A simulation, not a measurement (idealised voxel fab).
This is a process module. Its name is voxel capacitor over wiring.
The figure presents cross-section cut, which has a width of 250 nm and is divided into square cells with an edge length of 5 nm.
Cross-sections here: square-cell grids, written as top-down lists of bands, a band being one or more rows of cells. A band entry consists of two parts. The first gives the height of the band's top and the height of its bottom, in nm. The rest lists the band's materials from left to right, each with its width in nm. A single material labelled with the word "throughout" fills the band from edge to edge, and the word "empty" marks empty space. Counting heights begins at 0, where everything beneath is, in the wafer as received, one material. The lowest band has no bottom; it goes on downwards, as "0..down" shows. Think of "30..40" as a width that walks from the first number to the second as you go down the band, top row to bottom row, taking equal-sized steps from row to row. "no change occurred" means the step left every cell of the cross-section as it was. If an empty space has no open way to the top and is at least 8 cells in size, "Enclosed internal cavities" lists it, written width x height at distance, where distance is measured from the left edge and every value is in nm. Where a step's line continues beyond its settings, the continuation is a remark by the simulator itself on that step. Regarding "overlay nm": on a step with a mask, it is the distance the mask lay to the right of its planned place; a negative value places it to the left.
The planned process steps are enumerated hereunder:
| 1 | RECEIVE, material Si |
| 2 | CONFORMAL_DEP, material SiO2, thk nm 15 |
| 3 | DIRECTIONAL_DEP, material TiN, thk nm 5 |
| 4 | DIRECTIONAL_DEP, material W, thk nm 20 |
| 5 | PATTERN, tone cover, mask id METAL_1, material resist, width nm 30, pitch nm 100, thk nm 15, overlay nm 0 |
| 6 | DIRECTIONAL_ETCH, etch materials W, depth nm 20 |
| 7 | DIRECTIONAL_ETCH, etch materials TiN, depth nm 5 |
| 8 | STRIP, etch materials resist |
| 9 | FILL_DEP, material SiO2, thk nm 5 |
| 10 | CMP, height nm 40 |
| 11 | CONFORMAL_DEP, material SiCN, thk nm 5 |
| 12 | DIRECTIONAL_DEP, material SiO2, thk nm 20 |
| 13 | PATTERN, tone open, mask id PLUG_1, material resist, width nm 15, thk nm 15, overlay nm 0 |
| 14 | DIRECTIONAL_ETCH, etch materials SiO2, depth nm 20 |
| 15 | DIRECTIONAL_ETCH, etch materials SiCN, depth nm 5 |
| 16 | STRIP, etch materials resist |
| 17 | EPI, material Ru, thk nm 10 |
| 18 | EPI, material Ru, thk nm 10 |
| 19 | EPI, material Ru, thk nm 5 |
| 20 | DIRECTIONAL_DEP, material TiN, thk nm 10 |
| 21 | DIRECTIONAL_DEP, material HfO2, thk nm 5 |
| 22 | DIRECTIONAL_DEP, material TiN, thk nm 10 |
| 23 | DIRECTIONAL_DEP, material aC, thk nm 15 |
| 24 | PATTERN, tone cover, mask id UPPER_PLATE, material resist, width nm 75, thk nm 35, overlay nm 0 |
| 25 | DIRECTIONAL_ETCH, etch materials aC, depth nm 15 |
| 26 | STRIP, etch materials resist |
| 27 | DIRECTIONAL_ETCH, etch materials TiN, depth nm 10 |
| 28 | DIRECTIONAL_ETCH, etch materials HfO2, depth nm 5 |
| 29 | STRIP, etch materials aC |
| 30 | DIRECTIONAL_DEP, material aC, thk nm 15 |
| 31 | PATTERN, tone cover, mask id LOWER_PLATE, material resist, width nm 85, thk nm 35, overlay nm 0 |
| 32 | DIRECTIONAL_ETCH, etch materials aC, depth nm 15 |
| 33 | STRIP, etch materials resist |
| 34 | DIRECTIONAL_ETCH, etch materials TiN, depth nm 10 |
| 35 | STRIP, etch materials aC |
| 36 | FILL_DEP, material SiO2, thk nm 15 |
| 37 | CMP, height nm 100 |
| 38 | DIRECTIONAL_DEP, material aC, thk nm 15 |
| 39 | PATTERN, tone open, mask id PLUG_2, material resist, width nm 15, thk nm 30, overlay nm 0 |
| 40 | DIRECTIONAL_ETCH, etch materials aC, depth nm 15 |
| 41 | STRIP, etch materials resist |
| 42 | DIRECTIONAL_ETCH, etch materials SiO2, depth nm 10 |
| 43 | STRIP, etch materials aC |
| 44 | CONFORMAL_DEP, material TiN, thk nm 5 |
| 45 | FILL_DEP, material W, thk nm 5 |
| 46 | CMP, height nm 100 |
| 47 | CONFORMAL_DEP, material SiCN, thk nm 5 |
So this is the incoming wafer in cross-section - it's already been through step 1:
> 0..down  Si throughout
> Enclosed internal cavities: none
Here's the cross-section of the first of our two wafers at the end of the module - it ran as planned:
> 105..100  SiCN throughout
> 100..95  SiO2 (85) | TiN (5) | W (5) | TiN (5) | SiO2 (150)
> 95..90  SiO2 (85) | TiN (15) | SiO2 (150)
> 90..80  SiO2 (75) | TiN (75) | SiO2 (100)
> 80..75  SiO2 (75) | HfO2 (75) | SiO2 (100)
> 75..65  SiO2 (70) | TiN (85) | SiO2 (95)
> 65..45  SiO2 (75) | Ru (15) | SiO2 (160)
> 45..40  SiCN (75) | Ru (15) | SiCN (160)
> 40..20  SiO2 (60) | W (30) | SiO2 (70) | W (30) | SiO2 (60)
> 20..15  SiO2 (60) | TiN (30) | SiO2 (70) | TiN (30) | SiO2 (60)
> 15..0  SiO2 throughout
> 0..down  Si throughout
> Enclosed internal cavities: none
Module end: cross-section of wafer two of two. Same start and process plan as the first wafer. One mistake during execution:
> 105..100  SiCN throughout
> 100..95  SiO2 (85) | TiN (5) | W (5) | TiN (5) | SiO2 (150)
> 95..90  SiO2 (85) | TiN (15) | SiO2 (150)
> 90..80  SiO2 (75) | TiN (75) | SiO2 (100)
> 80..75  SiO2 (75) | HfO2 (75) | SiO2 (100)
> 75..65  SiO2 (70) | TiN (85) | SiO2 (95)
> 65..45  SiO2 (75) | Ru (15) | SiO2 (160)
> 45..40  SiCN (75) | Ru (15) | SiCN (160)
> 40..35  SiO2 (60) | W (30) | SiO2 (70) | W (30) | SiO2 (60)
> 35..30  SiO2 (60) | TiN (30) | SiO2 (70) | TiN (30) | SiO2 (60)
> 30..0  SiO2 throughout
> 0..down  Si throughout
> Enclosed internal cavities: none
Misprocessing identified: in the plan, step 2 was performed twice
Final cells, second wafer relative to first, materials higher or lower: SiO2 +36; W -36
